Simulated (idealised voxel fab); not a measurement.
Proc. module: voxel transistor to metal
The width of the displayed cross-section, cut, is 175 nm; its cells are square, with a size of 5 nm.
Throughout this document, each cross-section is represented as a grid of square cells and is presented as a sequence of bands enumerated from the top downward, where a band comprises one or more rows of cells.
In this notation a band is specified by the heights of its top and bottom, in that order and in nm, after which its materials appear from left to right, each paired with its width in nm. The word "all across" attached to a single material means that material fills the band from edge to edge; the word "empty" stands for empty space.
A quick word on heights: they are counted from 0, and under that level the wafer as it came to us is one material throughout. The lowest band is different from the rest in having no bottom; it simply continues downward, written as in "0..down".
Read "30..40" as a graded width: first number on top, second number at the bottom, same change between each pair of neighbouring rows.
Step marked "no change occurred"? Then no cell in the cross-section changed in it.
Each empty space that has no open way to the top and spans at least 8 cells appears under "Completely sealed voids" as width x height at distance, the distance counted from the left edge, all in nm.
The remark found on a step's line after its settings is issued by the simulator itself and pertains to that step.
"overlay nm", when on a step's line for a step with a mask, measures how far to the right of its planned place the mask lay; a negative measure means to the left.

**Set out below are the planned steps of the process**
1,RECEIVE with material Si
2,OXIDIZE with depth nm 5
3,CONFORMAL_DEP with material SiN, thk nm 15
4,MASKED_ETCH with tone cover, mask id ACTIVE, width nm 105, etch materials SiN, depth nm 15, overlay nm 0
5,MASKED_ETCH with tone cover, mask id ACTIVE, width nm 105, etch materials SiO2, depth nm 5, overlay nm 0
6,MASKED_ETCH with tone cover, mask id ACTIVE, width nm 105, etch materials Si, depth nm 25, overlay nm 0
7,OXIDIZE with depth nm 5
8,FILL_DEP with material SiO2, thk nm 5
9,CMP with height nm 15
10,SELECTIVE_ETCH with etch materials SiO2, depth nm 15
11,STRIP with etch materials SiN
12,SELECTIVE_ETCH with etch materials SiO2, depth nm 5
13,OXIDIZE with depth nm 5
14,DIRECTIONAL_DEP with material polySi, thk nm 20
15,DIRECTIONAL_DEP with material SiCN, thk nm 10
16,DIRECTIONAL_DEP with material aC, thk nm 15
17,PATTERN with tone cover, mask id GATE, material resist, width nm 35, thk nm 35, overlay nm 0
18,DIRECTIONAL_ETCH with etch materials aC, depth nm 15
19,STRIP with etch materials resist
20,DIRECTIONAL_ETCH with etch materials SiCN, depth nm 20
21,DIRECTIONAL_ETCH with etch materials polySi, depth nm 30
22,STRIP with etch materials aC
23,CONFORMAL_DEP with material SiN, thk nm 5
24,DIRECTIONAL_ETCH with etch materials SiN, depth nm 5
25,DIRECTIONAL_ETCH with etch materials SiO2, depth nm 5
26,DIRECTIONAL_ETCH with etch materials Si, depth nm 10
27,EPI with material SiGe, thk nm 15
28,FILL_DEP with material SiO2, thk nm 5
29,CMP with height nm 15
30,STRIP with etch materials polySi
31,SELECTIVE_ETCH with etch materials SiO2, depth nm 5
32,CONFORMAL_DEP with material HfO2, thk nm 5
33,CONFORMAL_DEP with material TiN, thk nm 5
34,FILL_DEP with material W, thk nm 5
35,CMP with height nm 10
36,DIRECTIONAL_DEP with material SiO2, thk nm 15
37,MASKED_ETCH with tone open, mask id CONTACT, width nm 15, pitch nm 80, etch materials SiO2, depth nm 30, overlay nm 0
38,CONFORMAL_DEP with material TiN, thk nm 5
39,FILL_DEP with material W, thk nm 5
40,CMP with height nm 25
41,DIRECTIONAL_DEP with material TiN, thk nm 5
42,DIRECTIONAL_DEP with material W, thk nm 15
43,MASKED_ETCH with tone cover, mask id METAL_1, width nm 15, pitch nm 80, etch materials W, depth nm 15, overlay nm 0
44,MASKED_ETCH with tone cover, mask id METAL_1, width nm 15, pitch nm 80, etch materials TiN, depth nm 5, overlay nm 0
45,CONFORMAL_DEP with material SiCN, thk nm 5
46,FILL_DEP with material lowk, thk nm 5
47,CMP with height nm 45
48,CONFORMAL_DEP with material SiCN, thk nm 5
49,DIRECTIONAL_DEP with material SiO2, thk nm 30
50,PATTERN with tone open, mask id METAL_2, material resist, width nm 15, pitch nm 80, thk nm 15, overlay nm 0
51,DIRECTIONAL_ETCH with etch materials SiO2, depth nm 15
52,STRIP with etch materials resist
53,DIRECTIONAL_DEP with material aC, thk nm 10
54,PATTERN with tone open, mask id METAL_2_HOLES, material resist, width nm 15, pitch nm 80, thk nm 30, overlay nm 0
55,DIRECTIONAL_ETCH with etch materials aC, depth nm 10
56,STRIP with etch materials resist
57,DIRECTIONAL_ETCH with etch materials SiO2, depth nm 15
58,DIRECTIONAL_ETCH with etch materials SiCN, depth nm 5
59,STRIP with etch materials aC
60,CONFORMAL_DEP with material TiN, thk nm 5
61,FILL_DEP with material Cu, thk nm 10
62,CMP with height nm 80
63,CONFORMAL_DEP with material SiCN, thk nm 5

**Delivered wafer in cross-section: state after step 1**
* 0..down: Si all across
* Completely sealed voids: none

**The cross-section shown corresponds to the wafer at the conclusion of the module. The initial structure and the process plan are those presented above; however, one mistake occurred in executing the plan**
* 85..80: SiCN all across
* 80..50: SiO2=40, TiN=5, Cu=5, TiN=5, SiO2=65, TiN=5, Cu=5, TiN=5, SiO2=40
* 50..45: SiCN=40, TiN=15, SiCN=65, TiN=15, SiCN=40
* 45..30: lowk=30, SiCN=5, W=25, SiCN=5, lowk=45, SiCN=5, W=25, SiCN=5, lowk=30
* 30..25: SiCN=35, TiN=25, SiCN=55, TiN=25, SiCN=35
* 25..10: SiO2=40, TiN=5, W=5, TiN=5, SiO2=65, TiN=5, W=5, TiN=5, SiO2=40
* 10..5: SiO2=40, TiN=15, SiO2=10, SiN=5, HfO2=5, TiN=5, W=15, TiN=5, HfO2=5, SiN=5, SiO2=10, TiN=15, SiO2=40
* 5..0: SiO2=40, TiN=10, SiGe=15, SiN=5, HfO2=5, TiN=5, W=15, TiN=5, HfO2=5, SiN=5, SiGe=15, TiN=10, SiO2=40
* 0..-5: SiO2=40, TiN=10, SiGe=15, SiN=5, HfO2=5, TiN=25, HfO2=5, SiN=5, SiGe=15, TiN=10, SiO2=40
* -5..-10: SiO2=35, SiGe=30, HfO2=45, SiGe=30, SiO2=35
* -10..-20: SiO2=40, SiGe=25, Si=45, SiGe=25, SiO2=40
* -20..-35: SiO2=40, Si=95, SiO2=40
* -35..down: Si all across
* Completely sealed voids: none
Plan not followed: planned and actual differ for step 43; actual: MASKED_ETCH with tone cover, mask id METAL_1, width nm 25, pitch nm 80, etch materials W, depth nm 15, overlay nm 0
